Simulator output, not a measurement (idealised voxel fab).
Process module, titled voxel transistor to metal
Shown is cross-section cut, with a width of 145 nm and square cells of size 5 nm.
We lay out every cross-section as a grid of square cells and spell it out in bands from the top down, where one band means one or more rows of cells. Quick guide to a band line: top height, bottom height (nm) up front; then every material left to right with its width in nm. Only one material and it's marked "edge to edge"? Then it fills the band edge to edge. And "blank" just means empty space. It should be noted that heights are counted from 0, beneath which the wafer as supplied is of one material throughout, and that the lowest band possesses no lower boundary but continues downward, as written in "top 0, no bottom". Graded width ("30..40"): value in top row of band = first number; value in bottom row = second number; row-to-row change constant. The cross-section has no changed cell in any step marked "nothing different". "Trapped void list" contains a list of empty spaces, each no smaller than 8 cells and without an open way to the top, written in the form width x height at distance with the distance from the left edge and all three in nm. Whatever follows a step's settings on its line is a remark the simulator itself makes about that step. "overlay nm" on a masked step: distance the mask lay right of its planned place, negative for left. Reading key. Pairs: pre-step and post-step cross-section, one process step apart; post-step view only to lowest changed band. Step between + settings: beneath pair. Runs: pairs may be from different runs of this module, same starting wafer. Continuation from pair above: only where "Before processing" entry says.

Before processing
    top 0, no bottom: Si edge to edge
    Trapped void list: none

After the Step
    top 0, bottom -5: SiO2 edge to edge
    Below -5, no change.
    Trapped void list: none
Relating the two cross-sections above, the step in between is OXIDIZE, depth nm 5

Before processing: this step begins from the cross-section that the pair just above shows after its step.

After the Step
    top 10, bottom 0: SiN edge to edge
    Below 0, no change.
    Trapped void list: none
Relating the two cross-sections above, the step in between is CONFORMAL_DEP, material SiN, thk nm 10

Before processing: this step begins from the cross-section that the pair just above shows after its step.

After the Step
    top 10, bottom 0: blank 25, SiN 95, blank 25
    Below 0, no change.
    Trapped void list: none
Relating the two cross-sections above, the step in between is MASKED_ETCH, tone cover, mask id ACTIVE, width nm 95, etch materials SiN, depth nm 10, overlay nm 0

Before processing: this step begins from the cross-section that the pair just above shows after its step.

After the Step
    top 10, bottom 0: blank 25, SiN 95, blank 25
    top 0, bottom -5: blank 25, SiO2 95, blank 25
    Below -5, no change.
    Trapped void list: none
Relating the two cross-sections above, the step in between is MASKED_ETCH, tone cover, mask id ACTIVE, width nm 95, etch materials SiO2, depth nm 5, overlay nm 0

Before processing: this step begins from the cross-section that the pair just above shows after its step.

After the Step
    top 10, bottom 0: blank 25, SiN 95, blank 25
    top 0, bottom -5: blank 25, SiO2 95, blank 25
    top -5, bottom -25: blank 25, Si 95, blank 25
    Below -25, no change.
    Trapped void list: none
Relating the two cross-sections above, the step in between is MASKED_ETCH, tone cover, mask id ACTIVE, width nm 95, etch materials Si, depth nm 20, overlay nm 0

Before processing: this step begins from the cross-section that the pair just above shows after its step.

After the Step
    top 20, bottom 10: SiO2 edge to edge
    top 10, bottom 0: SiO2 25, SiN 95, SiO2 25
    top 0, bottom -5: SiO2 edge to edge
    top -5, bottom -25: SiO2 25, Si 95, SiO2 25
    Below -25, no change.
    Trapped void list: none
Relating the two cross-sections above, the step in between is FILL_DEP, material SiO2, thk nm 10

Before processing: this step begins from the cross-section that the pair just above shows after its step.

After the Step
    top 10, bottom 0: SiO2 25, SiN 95, SiO2 25
    Below 0, no change.
    Trapped void list: none
Relating the two cross-sections above, the step in between is CMP, height nm 10

Before processing: this step begins from the cross-section that the pair just above shows after its step.

After the Step
    top 10, bottom 5: blank 25, SiN 95, blank 25
    Below 5, no change.
    Trapped void list: none
Relating the two cross-sections above, the step in between is SELECTIVE_ETCH, etch materials SiO2, depth nm 5

Before processing: this step begins from the cross-section that the pair just above shows after its step.

After the Step
    top 5, bottom 0: SiO2 25, blank 95, SiO2 25
    Below 0, no change.
    Trapped void list: none
Relating the two cross-sections above, the step in between is STRIP, etch materials SiN

Before processing: this step begins from the cross-section that the pair just above shows after its step.

After the Step
    top 0, bottom -5: SiO2 20, blank 105, SiO2 20
    Below -5, no change.
    Trapped void list: none
Relating the two cross-sections above, the step in between is SELECTIVE_ETCH, etch materials SiO2, depth nm 5

Before processing: this step begins from the cross-section that the pair just above shows after its step.

After the Step
    top 0, bottom -5: SiO2 20, blank 105, SiO2 20
    top -5, bottom -10: SiO2 edge to edge
    Below -10, no change.
    Trapped void list: none
Relating the two cross-sections above, the step in between is OXIDIZE, depth nm 5

Before processing: this step begins from the cross-section that the pair just above shows after its step.

After the Step
    top 25, bottom 20: polySi 20, blank 105, polySi 20
    top 20, bottom 0: polySi edge to edge
    top 0, bottom -5: SiO2 20, polySi 105, SiO2 20
    Below -5, no change.
    Trapped void list: none
Relating the two cross-sections above, the step in between is DIRECTIONAL_DEP, material polySi, thk nm 25

Before processing: this step begins from the cross-section that the pair just above shows after its step.

After the Step
    top 35, bottom 30: SiCN 20, blank 105, SiCN 20
    top 30, bottom 25: SiCN edge to edge
    top 25, bottom 20: polySi 20, SiCN 105, polySi 20
    Below 20, no change.
    Trapped void list: none
Relating the two cross-sections above, the step in between is DIRECTIONAL_DEP, material SiCN, thk nm 10

Before processing: this step begins from the cross-section that the pair just above shows after its step.

After the Step
    top 30, bottom 25: blank 60, SiCN 25, blank 60
    top 25, bottom 20: polySi 20, blank 40, SiCN 25, blank 40, polySi 20
    Below 20, no change.
    Trapped void list: none
Relating the two cross-sections above, the step in between is MASKED_ETCH, tone cover, mask id GATE, width nm 25, etch materials SiCN, depth nm 20, overlay nm 0

Before processing: this step begins from the cross-section that the pair just above shows after its step.

After the Step
    top 30, bottom 20: blank 60, SiCN 25, blank 60
    top 20, bottom 0: blank 60, polySi 25, blank 60
    top 0, bottom -5: SiO2 20, blank 40, polySi 25, blank 40, SiO2 20
    Below -5, no change.
    Trapped void list: none
Relating the two cross-sections above, the step in between is MASKED_ETCH, tone cover, mask id GATE, width nm 25, etch materials polySi, depth nm 35, overlay nm 0

Before processing: this step begins from the cross-section that the pair just above shows after its step.

After the Step
    top 40, bottom 30: blank 50, SiN 45, blank 50
    top 30, bottom 20: blank 50, SiN 10, SiCN 25, SiN 10, blank 50
    top 20, bottom 10: blank 50, SiN 10, polySi 25, SiN 10, blank 50
    top 10, bottom 5: SiN 30, blank 20, SiN 10, polySi 25, SiN 10, blank 20, SiN 30
    top 5, bottom 0: SiN 60, polySi 25, SiN 60
    top 0, bottom -5: SiO2 20, SiN 40, polySi 25, SiN 40, SiO2 20
    Below -5, no change.
    Trapped void list: none
Relating the two cross-sections above, the step in between is CONFORMAL_DEP, material SiN, thk nm 10

Before processing: this step begins from the cross-section that the pair just above shows after its step.

After the Step
    top 30, bottom 20: blank 50, SiN 10, SiCN 25, SiN 10, blank 50
    top 20, bottom 0: blank 50, SiN 10, polySi 25, SiN 10, blank 50
    top 0, bottom -5: SiO2 20, SiN 10, blank 20, SiN 10, polySi 25, SiN 10, blank 20, SiN 10, SiO2 20
    Below -5, no change.
    Trapped void list: none
Relating the two cross-sections above, the step in between is DIRECTIONAL_ETCH, etch materials SiN, depth nm 10

Before processing: this step begins from the cross-section that the pair just above shows after its step.

After the Step
    top 30, bottom 20: blank 50, SiN 10, SiCN 25, SiN 10, blank 50
    top 20, bottom 0: blank 50, SiN 10, polySi 25, SiN 10, blank 50
    top 0, bottom -5: blank 20, SiN 10, blank 20, SiN 10, polySi 25, SiN 10, blank 20, SiN 10, blank 20
    top -5, bottom -10: SiO2 30, blank 20, SiO2 45, blank 20, SiO2 30
    Below -10, no change.
    Trapped void list: none
Relating the two cross-sections above, the step in between is DIRECTIONAL_ETCH, etch materials SiO2, depth nm 5

Before processing: this step begins from the cross-section that the pair just above shows after its step.

After the Step
    top 30, bottom 20: blank 50, SiN 10, SiCN 25, SiN 10, blank 50
    top 20, bottom 0: blank 50, SiN 10, polySi 25, SiN 10, blank 50
    top 0, bottom -5: blank 20, SiN 10, blank 20, SiN 10, polySi 25, SiN 10, blank 20, SiN 10, blank 20
    top -5, bottom -10: SiO2 30, blank 20, SiO2 45, blank 20, SiO2 30
    top -10, bottom -25: SiO2 25, Si 5, blank 20, Si 45, blank 20, Si 5, SiO2 25
    Below -25, no change.
    Trapped void list: none
Relating the two cross-sections above, the step in between is DIRECTIONAL_ETCH, etch materials Si, depth nm 15

Before processing: this step begins from the cross-section that the pair just above shows after its step.

After the Step
    top 30, bottom 20: blank 50, SiN 10, SiCN 25, SiN 10, blank 50
    top 20, bottom 10: blank 50, SiN 10, polySi 25, SiN 10, blank 50
    top 10, bottom 0: blank 20, SiGe 30, SiN 10, polySi 25, SiN 10, SiGe 30, blank 20
    top 0, bottom -5: blank 20, SiN 10, SiGe 20, SiN 10, polySi 25, SiN 10, SiGe 20, SiN 10, blank 20
    top -5, bottom -10: SiO2 30, SiGe 20, SiO2 45, SiGe 20, SiO2 30
    top -10, bottom -25: SiO2 25, Si 5, SiGe 20, Si 45, SiGe 20, Si 5, SiO2 25
    Below -25, no change.
    Trapped void list: none
Relating the two cross-sections above, the step in between is EPI, material SiGe, thk nm 20

Before processing: this step begins from the cross-section that the pair just above shows after its step.

After the Step
    top 40, bottom 30: SiO2 edge to edge
    top 30, bottom 20: SiO2 50, SiN 10, SiCN 25, SiN 10, SiO2 50
    top 20, bottom 10: SiO2 50, SiN 10, polySi 25, SiN 10, SiO2 50
    top 10, bottom 0: SiO2 20, SiGe 30, SiN 10, polySi 25, SiN 10, SiGe 30, SiO2 20
    top 0, bottom -5: SiO2 20, SiN 10, SiGe 20, SiN 10, polySi 25, SiN 10, SiGe 20, SiN 10, SiO2 20
    Below -5, no change.
    Trapped void list: none
Relating the two cross-sections above, the step in between is FILL_DEP, material SiO2, thk nm 10

Before processing: this step begins from the cross-section that the pair just above shows after its step.

After the Step
    top 30, bottom 20: SiO2 50, SiN 10, SiCN 25, SiN 10, SiO2 50
    Below 20, no change.
    Trapped void list: none
Relating the two cross-sections above, the step in between is CMP, height nm 30

Before processing: this step begins from the cross-section that the pair just above shows after its step.

After the Step
    top 45, bottom 30: SiO2 edge to edge
    Below 30, no change.
    Trapped void list: none
Relating the two cross-sections above, the step in between is DIRECTIONAL_DEP, material SiO2, thk nm 15

Before processing: this step begins from the cross-section that the pair just above shows after its step.

After the Step
    top 60, bottom 45: aC edge to edge
    Below 45, no change.
    Trapped void list: none
Relating the two cross-sections above, the step in between is DIRECTIONAL_DEP, material aC, thk nm 15

Before processing: this step begins from the cross-section that the pair just above shows after its step.

After the Step
    top 90, bottom 60: resist 30, blank 25, resist 35, blank 25, resist 30
    Below 60, no change.
    Trapped void list: none
Relating the two cross-sections above, the step in between is PATTERN, tone open, mask id CONTACT, material resist, width nm 25, pitch nm 60, thk nm 30, overlay nm 0

Before processing: this step begins from the cross-section that the pair just above shows after its step.

After the Step
    top 75, bottom 60: resist 30, blank 25, resist 35, blank 25, resist 30
    top 60, bottom 45: aC 30, blank 25, aC 35, blank 25, aC 30
    Below 45, no change.
    Trapped void list: none
Relating the two cross-sections above, the step in between is DIRECTIONAL_ETCH, etch materials aC, depth nm 15

Before processing: this step begins from the cross-section that the pair just above shows after its step.

After the Step
    top 60, bottom 45: aC 30, blank 25, aC 35, blank 25, aC 30
    Below 45, no change.
    Trapped void list: none
Relating the two cross-sections above, the step in between is STRIP, etch materials resist

Before processing: this step begins from the cross-section that the pair just above shows after its step.

After the Step
    top 60, bottom 45: aC 30, blank 25, aC 35, blank 25, aC 30
    top 45, bottom 30: SiO2 30, blank 25, SiO2 35, blank 25, SiO2 30
    top 30, bottom 20: SiO2 30, blank 20, SiN 10, SiCN 25, SiN 10, blank 20, SiO2 30
    top 20, bottom 10: SiO2 30, blank 20, SiN 10, polySi 25, SiN 10, blank 20, SiO2 30
    Below 10, no change.
    Trapped void list: none
Relating the two cross-sections above, the step in between is DIRECTIONAL_ETCH, etch materials SiO2, depth nm 35

Before processing: this step begins from the cross-section that the pair just above shows after its step.

After the Step
    top 45, bottom 30: SiO2 30, blank 25, SiO2 35, blank 25, SiO2 30
    Below 30, no change.
    Trapped void list: none
Relating the two cross-sections above, the step in between is STRIP, etch materials aC

Before processing: this step begins from the cross-section that the pair just above shows after its step.

After the Step
    top 50, bottom 45: TiN 35, blank 15, TiN 45, blank 15, TiN 35
    top 45, bottom 35: SiO2 30, TiN 5, blank 15, TiN 5, SiO2 35, TiN 5, blank 15, TiN 5, SiO2 30
    top 35, bottom 30: SiO2 30, TiN 5, blank 10, TiN 10, SiO2 35, TiN 10, blank 10, TiN 5, SiO2 30
    top 30, bottom 20: SiO2 30, TiN 5, blank 10, TiN 5, SiN 10, SiCN 25, SiN 10, TiN 5, blank 10, TiN 5, SiO2 30
    top 20, bottom 15: SiO2 30, TiN 5, blank 10, TiN 5, SiN 10, polySi 25, SiN 10, TiN 5, blank 10, TiN 5, SiO2 30
    top 15, bottom 10: SiO2 30, TiN 20, SiN 10, polySi 25, SiN 10, TiN 20, SiO2 30
    Below 10, no change.
    Trapped void list: none
Relating the two cross-sections above, the step in between is CONFORMAL_DEP, material TiN, thk nm 5

Before processing: this step begins from the cross-section that the pair just above shows after its step.

After the Step
    top 55, bottom 50: Ru edge to edge
    top 50, bottom 45: TiN 35, Ru 15, TiN 45, Ru 15, TiN 35
    top 45, bottom 35: SiO2 30, TiN 5, Ru 15, TiN 5, SiO2 35, TiN 5, Ru 15, TiN 5, SiO2 30
    top 35, bottom 30: SiO2 30, TiN 5, Ru 10, TiN 10, SiO2 35, TiN 10, Ru 10, TiN 5, SiO2 30
    top 30, bottom 20: SiO2 30, TiN 5, Ru 10, TiN 5, SiN 10, SiCN 25, SiN 10, TiN 5, Ru 10, TiN 5, SiO2 30
    top 20, bottom 15: SiO2 30, TiN 5, Ru 10, TiN 5, SiN 10, polySi 25, SiN 10, TiN 5, Ru 10, TiN 5, SiO2 30
    Below 15, no change.
    Trapped void list: none
Relating the two cross-sections above, the step in between is FILL_DEP, material Ru, thk nm 5

Before processing: this step begins from the cross-section that the pair just above shows after its step.

After the Step
    top 45, bottom 35: SiO2 30, TiN 5, Ru 15, TiN 5, SiO2 35, TiN 5, Ru 15, TiN 5, SiO2 30
    Below 35, no change.
    Trapped void list: none
Relating the two cross-sections above, the step in between is CMP, height nm 45

Before processing: this step begins from the cross-section that the pair just above shows after its step.

After the Step
    top 50, bottom 45: SiN edge to edge
    Below 45, no change.
    Trapped void list: none
Relating the two cross-sections above, the step in between is CONFORMAL_DEP, material SiN, thk nm 5

Before processing: this step begins from the cross-section that the pair just above shows after its step.

After the Step
    top 70, bottom 50: SiO2 edge to edge
    Below 50, no change.
    Trapped void list: none
Relating the two cross-sections above, the step in between is DIRECTIONAL_DEP, material SiO2, thk nm 20

Before processing: this step begins from the cross-section that the pair just above shows after its step.

After the Step
    top 85, bottom 70: resist 30, blank 15, resist 55, blank 15, resist 30
    Below 70, no change.
    Trapped void list: none
Relating the two cross-sections above, the step in between is PATTERN, tone open, mask id METAL_1, material resist, width nm 15, pitch nm 70, thk nm 15, overlay nm 0

Before processing: this step begins from the cross-section that the pair just above shows after its step.

After the Step
    top 85, bottom 70: resist 30, blank 15, resist 55, blank 15, resist 30
    top 70, bottom 50: SiO2 30, blank 15, SiO2 55, blank 15, SiO2 30
    Below 50, no change.
    Trapped void list: none
Relating the two cross-sections above, the step in between is DIRECTIONAL_ETCH, etch materials SiO2, depth nm 20

Before processing: this step begins from the cross-section that the pair just above shows after its step.

After the Step
    top 85, bottom 70: resist 30, blank 15, resist 55, blank 15, resist 30
    top 70, bottom 50: SiO2 30, blank 15, SiO2 55, blank 15, SiO2 30
    top 50, bottom 45: SiN 30, blank 15, SiN 55, blank 15, SiN 30
    Below 45, no change.
    Trapped void list: none
Relating the two cross-sections above, the step in between is DIRECTIONAL_ETCH, etch materials SiN, depth nm 5

Before processing: this step begins from the cross-section that the pair just above shows after its step.

After the Step
    top 70, bottom 50: SiO2 30, blank 15, SiO2 55, blank 15, SiO2 30
    Below 50, no change.
    Trapped void list: none
Relating the two cross-sections above, the step in between is STRIP, etch materials resist

Before processing: this step begins from the cross-section that the pair just above shows after its step.

After the Step
    top 75, bottom 70: TiN 35, blank 5, TiN 65, blank 5, TiN 35
    top 70, bottom 50: SiO2 30, TiN 5, blank 5, TiN 5, SiO2 55, TiN 5, blank 5, TiN 5, SiO2 30
    top 50, bottom 45: SiN 30, TiN 15, SiN 55, TiN 15, SiN 30
    Below 45, no change.
    Trapped void list: none
Relating the two cross-sections above, the step in between is CONFORMAL_DEP, material TiN, thk nm 5

Before processing: this step begins from the cross-section that the pair just above shows after its step.

After the Step
    top 80, bottom 75: W edge to edge
    top 75, bottom 70: TiN 35, W 5, TiN 65, W 5, TiN 35
    top 70, bottom 50: SiO2 30, TiN 5, W 5, TiN 5, SiO2 55, TiN 5, W 5, TiN 5, SiO2 30
    Below 50, no change.
    Trapped void list: none
Relating the two cross-sections above, the step in between is FILL_DEP, material W, thk nm 5

Before processing: this step begins from the cross-section that the pair just above shows after its step.

After the Step
    top 70, bottom 50: SiO2 30, TiN 5, W 5, TiN 5, SiO2 55, TiN 5, W 5, TiN 5, SiO2 30
    Below 50, no change.
    Trapped void list: none
Relating the two cross-sections above, the step in between is CMP, height nm 70

Before processing: this step begins from the cross-section that the pair just above shows after its step.

After the Step
    top 75, bottom 70: SiCN edge to edge
    Below 70, no change.
    Trapped void list: none
Relating the two cross-sections above, the step in between is CONFORMAL_DEP, material SiCN, thk nm 5

Before processing
    top 75, bottom 60: resist 30, blank 25, resist 35, blank 25, resist 30
    top 60, bottom 45: aC 30, blank 25, aC 35, blank 25, aC 30
    top 45, bottom 30: SiO2 edge to edge
    top 30, bottom 20: SiO2 50, SiN 10, SiCN 25, SiN 10, SiO2 50
    top 20, bottom 10: SiO2 50, SiN 10, polySi 25, SiN 10, SiO2 50
    top 10, bottom 0: SiO2 20, SiGe 30, SiN 10, polySi 25, SiN 10, SiGe 30, SiO2 20
    top 0, bottom -5: SiO2 20, SiN 10, SiGe 20, SiN 10, polySi 25, SiN 10, SiGe 20, SiN 10, SiO2 20
    top -5, bottom -10: SiO2 30, SiGe 20, SiO2 45, SiGe 20, SiO2 30
    top -10, bottom -25: SiO2 25, Si 5, SiGe 20, Si 45, SiGe 20, Si 5, SiO2 25
    top -25, no bottom: Si edge to edge
    Trapped void list: none

After the Step
    top 75, bottom 60: resist 30, blank 25, resist 35, blank 25, resist 30
    top 60, bottom 45: aC 30, blank 25, aC 35, blank 25, aC 30
    top 45, bottom 30: SiO2 30, blank 25, SiO2 35, blank 25, SiO2 30
    top 30, bottom 20: SiO2 30, blank 20, SiN 10, SiCN 25, SiN 10, blank 20, SiO2 30
    top 20, bottom 10: SiO2 30, blank 20, SiN 10, polySi 25, SiN 10, blank 20, SiO2 30
    Below 10, no change.
    Trapped void list: none
Relating the two cross-sections above, the step in between is DIRECTIONAL_ETCH, etch materials SiO2, depth nm 35

Before processing: this step begins from the cross-section that the pair just above shows after its step.

After the Step
    top 45, bottom 30: SiO2 30, blank 25, SiO2 35, blank 25, SiO2 30
    Below 30, no change.
    Trapped void list: none
Relating the two cross-sections above, the step in between is STRIP, etch materials aC

Before processing
    top 30, bottom 20: blank 50, SiN 10, SiCN 25, SiN 10, blank 50
    top 20, bottom 0: blank 50, SiN 10, polySi 25, SiN 10, blank 50
    top 0, bottom -5: blank 20, SiN 10, blank 20, SiN 10, polySi 25, SiN 10, blank 20, SiN 10, blank 20
    top -5, bottom -10: SiO2 30, blank 20, SiO2 45, blank 20, SiO2 30
    top -10, bottom -25: SiO2 25, Si 5, blank 20, Si 45, blank 20, Si 5, SiO2 25
    top -25, no bottom: Si edge to edge
    Trapped void list: none

After the Step
    top 30, bottom 20: blank 50, SiN 10, SiCN 25, SiN 10, blank 50
    top 20, bottom 0: blank 50, SiN 10, polySi 25, SiN 10, blank 50
    top 0, bottom -5: blank 20, SiN 10, blank 20, SiN 10, polySi 25, SiN 10, blank 20, SiN 10, blank 20
    top -5, bottom -10: SiO2 30, blank 20, SiO2 45, blank 20, SiO2 30
    top -10, bottom -25: SiO2 25, Si 5, blank 20, Si 45, blank 20, Si 5, SiO2 25
    top -25, bottom -40: Si 30, blank 20, Si 45, blank 20, Si 30
    Below -40, no change.
    Trapped void list: none
Relating the two cross-sections above, the step in between is DIRECTIONAL_ETCH, etch materials Si, depth nm 15

Before processing: this step begins from the cross-section that the pair just above shows after its step.

After the Step
    top 30, bottom 20: blank 50, SiN 10, SiCN 25, SiN 10, blank 50
    top 20, bottom 10: blank 50, SiN 10, polySi 25, SiN 10, blank 50
    top 10, bottom 0: blank 20, SiGe 30, SiN 10, polySi 25, SiN 10, SiGe 30, blank 20
    top 0, bottom -5: blank 20, SiN 10, SiGe 20, SiN 10, polySi 25, SiN 10, SiGe 20, SiN 10, blank 20
    top -5, bottom -10: SiO2 30, SiGe 20, SiO2 45, SiGe 20, SiO2 30
    top -10, bottom -25: SiO2 25, Si 5, SiGe 20, Si 45, SiGe 20, Si 5, SiO2 25
    top -25, bottom -40: Si 30, SiGe 20, Si 45, SiGe 20, Si 30
    Below -40, no change.
    Trapped void list: none
Relating the two cross-sections above, the step in between is EPI, material SiGe, thk nm 20

Before processing: this step begins from the cross-section that the pair just above shows after its step.

After the Step
    top 40, bottom 30: SiO2 edge to edge
    top 30, bottom 20: SiO2 50, SiN 10, SiCN 25, SiN 10, SiO2 50
    top 20, bottom 10: SiO2 50, SiN 10, polySi 25, SiN 10, SiO2 50
    top 10, bottom 0: SiO2 20, SiGe 30, SiN 10, polySi 25, SiN 10, SiGe 30, SiO2 20
    top 0, bottom -5: SiO2 20, SiN 10, SiGe 20, SiN 10, polySi 25, SiN 10, SiGe 20, SiN 10, SiO2 20
    Below -5, no change.
    Trapped void list: none
Relating the two cross-sections above, the step in between is FILL_DEP, material SiO2, thk nm 10

Before processing: this step begins from the cross-section that the pair just above shows after its step.

After the Step
    top 30, bottom 20: SiO2 50, SiN 10, SiCN 25, SiN 10, SiO2 50
    Below 20, no change.
    Trapped void list: none
Relating the two cross-sections above, the step in between is CMP, height nm 30

Before processing: this step begins from the cross-section that the pair just above shows after its step.

After the Step
    top 45, bottom 30: SiO2 edge to edge
    Below 30, no change.
    Trapped void list: none
Relating the two cross-sections above, the step in between is DIRECTIONAL_DEP, material SiO2, thk nm 15

Before processing: this step begins from the cross-section that the pair just above shows after its step.

After the Step
    top 60, bottom 45: aC edge to edge
    Below 45, no change.
    Trapped void list: none
Relating the two cross-sections above, the step in between is DIRECTIONAL_DEP, material aC, thk nm 15

Before processing: this step begins from the cross-section that the pair just above shows after its step.

After the Step
    top 90, bottom 60: resist 30, blank 25, resist 35, blank 25, resist 30
    Below 60, no change.
    Trapped void list: none
Relating the two cross-sections above, the step in between is PATTERN, tone open, mask id CONTACT, material resist, width nm 25, pitch nm 60, thk nm 30, overlay nm 0

Before processing: this step begins from the cross-section that the pair just above shows after its step.

After the Step
    top 75, bottom 60: resist 30, blank 25, resist 35, blank 25, resist 30
    top 60, bottom 45: aC 30, blank 25, aC 35, blank 25, aC 30
    Below 45, no change.
    Trapped void list: none
Relating the two cross-sections above, the step in between is DIRECTIONAL_ETCH, etch materials aC, depth nm 15

Before processing: this step begins from the cross-section that the pair just above shows after its step.

After the Step
    top 60, bottom 45: aC 30, blank 25, aC 35, blank 25, aC 30
    Below 45, no change.
    Trapped void list: none
Relating the two cross-sections above, the step in between is STRIP, etch materials resist

Before processing: this step begins from the cross-section that the pair just above shows after its step.

After the Step
    top 60, bottom 45: aC 30, blank 25, aC 35, blank 25, aC 30
    top 45, bottom 30: SiO2 30, blank 25, SiO2 35, blank 25, SiO2 30
    top 30, bottom 20: SiO2 30, blank 20, SiN 10, SiCN 25, SiN 10, blank 20, SiO2 30
    top 20, bottom 10: SiO2 30, blank 20, SiN 10, polySi 25, SiN 10, blank 20, SiO2 30
    Below 10, no change.
    Trapped void list: none
Relating the two cross-sections above, the step in between is DIRECTIONAL_ETCH, etch materials SiO2, depth nm 35

Before processing: this step begins from the cross-section that the pair just above shows after its step.

After the Step
    top 45, bottom 30: SiO2 30, blank 25, SiO2 35, blank 25, SiO2 30
    Below 30, no change.
    Trapped void list: none
Relating the two cross-sections above, the step in between is STRIP, etch materials aC

Before processing: this step begins from the cross-section that the pair just above shows after its step.

After the Step
    top 50, bottom 45: TiN 35, blank 15, TiN 45, blank 15, TiN 35
    top 45, bottom 35: SiO2 30, TiN 5, blank 15, TiN 5, SiO2 35, TiN 5, blank 15, TiN 5, SiO2 30
    top 35, bottom 30: SiO2 30, TiN 5, blank 10, TiN 10, SiO2 35, TiN 10, blank 10, TiN 5, SiO2 30
    top 30, bottom 20: SiO2 30, TiN 5, blank 10, TiN 5, SiN 10, SiCN 25, SiN 10, TiN 5, blank 10, TiN 5, SiO2 30
    top 20, bottom 15: SiO2 30, TiN 5, blank 10, TiN 5, SiN 10, polySi 25, SiN 10, TiN 5, blank 10, TiN 5, SiO2 30
    top 15, bottom 10: SiO2 30, TiN 20, SiN 10, polySi 25, SiN 10, TiN 20, SiO2 30
    Below 10, no change.
    Trapped void list: none
Relating the two cross-sections above, the step in between is CONFORMAL_DEP, material TiN, thk nm 5

Before processing: this step begins from the cross-section that the pair just above shows after its step.

After the Step
    top 55, bottom 50: Ru edge to edge
    top 50, bottom 45: TiN 35, Ru 15, TiN 45, Ru 15, TiN 35
    top 45, bottom 35: SiO2 30, TiN 5, Ru 15, TiN 5, SiO2 35, TiN 5, Ru 15, TiN 5, SiO2 30
    top 35, bottom 30: SiO2 30, TiN 5, Ru 10, TiN 10, SiO2 35, TiN 10, Ru 10, TiN 5, SiO2 30
    top 30, bottom 20: SiO2 30, TiN 5, Ru 10, TiN 5, SiN 10, SiCN 25, SiN 10, TiN 5, Ru 10, TiN 5, SiO2 30
    top 20, bottom 15: SiO2 30, TiN 5, Ru 10, TiN 5, SiN 10, polySi 25, SiN 10, TiN 5, Ru 10, TiN 5, SiO2 30
    Below 15, no change.
    Trapped void list: none
Relating the two cross-sections above, the step in between is FILL_DEP, material Ru, thk nm 5

Before processing: this step begins from the cross-section that the pair just above shows after its step.

After the Step
    top 45, bottom 35: SiO2 30, TiN 5, Ru 15, TiN 5, SiO2 35, TiN 5, Ru 15, TiN 5, SiO2 30
    Below 35, no change.
    Trapped void list: none
Relating the two cross-sections above, the step in between is CMP, height nm 45

Before processing: this step begins from the cross-section that the pair just above shows after its step.

After the Step
    top 50, bottom 45: SiN edge to edge
    Below 45, no change.
    Trapped void list: none
Relating the two cross-sections above, the step in between is CONFORMAL_DEP, material SiN, thk nm 5

Before processing: this step begins from the cross-section that the pair just above shows after its step.

After the Step
    top 70, bottom 50: SiO2 edge to edge
    Below 50, no change.
    Trapped void list: none
Relating the two cross-sections above, the step in between is DIRECTIONAL_DEP, material SiO2, thk nm 20

Before processing: this step begins from the cross-section that the pair just above shows after its step.

After the Step
    top 85, bottom 70: resist 30, blank 15, resist 55, blank 15, resist 30
    Below 70, no change.
    Trapped void list: none
Relating the two cross-sections above, the step in between is PATTERN, tone open, mask id METAL_1, material resist, width nm 15, pitch nm 70, thk nm 15, overlay nm 0

Before processing: this step begins from the cross-section that the pair just above shows after its step.

After the Step
    top 85, bottom 70: resist 30, blank 15, resist 55, blank 15, resist 30
    top 70, bottom 50: SiO2 30, blank 15, SiO2 55, blank 15, SiO2 30
    Below 50, no change.
    Trapped void list: none
Relating the two cross-sections above, the step in between is DIRECTIONAL_ETCH, etch materials SiO2, depth nm 20

Before processing: this step begins from the cross-section that the pair just above shows after its step.

After the Step
    top 85, bottom 70: resist 30, blank 15, resist 55, blank 15, resist 30
    top 70, bottom 50: SiO2 30, blank 15, SiO2 55, blank 15, SiO2 30
    top 50, bottom 45: SiN 30, blank 15, SiN 55, blank 15, SiN 30
    Below 45, no change.
    Trapped void list: none
Relating the two cross-sections above, the step in between is DIRECTIONAL_ETCH, etch materials SiN, depth nm 5

Before processing: this step begins from the cross-section that the pair just above shows after its step.

After the Step
    top 70, bottom 50: SiO2 30, blank 15, SiO2 55, blank 15, SiO2 30
    Below 50, no change.
    Trapped void list: none
Relating the two cross-sections above, the step in between is STRIP, etch materials resist

Before processing: this step begins from the cross-section that the pair just above shows after its step.

After the Step
    top 75, bottom 70: TiN 35, blank 5, TiN 65, blank 5, TiN 35
    top 70, bottom 50: SiO2 30, TiN 5, blank 5, TiN 5, SiO2 55, TiN 5, blank 5, TiN 5, SiO2 30
    top 50, bottom 45: SiN 30, TiN 15, SiN 55, TiN 15, SiN 30
    Below 45, no change.
    Trapped void list: none
Relating the two cross-sections above, the step in between is CONFORMAL_DEP, material TiN, thk nm 5

Before processing: this step begins from the cross-section that the pair just above shows after its step.

After the Step
    top 80, bottom 75: W edge to edge
    top 75, bottom 70: TiN 35, W 5, TiN 65, W 5, TiN 35
    top 70, bottom 50: SiO2 30, TiN 5, W 5, TiN 5, SiO2 55, TiN 5, W 5, TiN 5, SiO2 30
    Below 50, no change.
    Trapped void list: none
Relating the two cross-sections above, the step in between is FILL_DEP, material W, thk nm 5

Before processing: this step begins from the cross-section that the pair just above shows after its step.

After the Step
    top 70, bottom 50: SiO2 30, TiN 5, W 5, TiN 5, SiO2 55, TiN 5, W 5, TiN 5, SiO2 30
    Below 50, no change.
    Trapped void list: none
Relating the two cross-sections above, the step in between is CMP, height nm 70

Before processing: this step begins from the cross-section that the pair just above shows after its step.

After the Step
    top 75, bottom 70: SiCN edge to edge
    Below 70, no change.
    Trapped void list: none
Relating the two cross-sections above, the step in between is CONFORMAL_DEP, material SiCN, thk nm 5
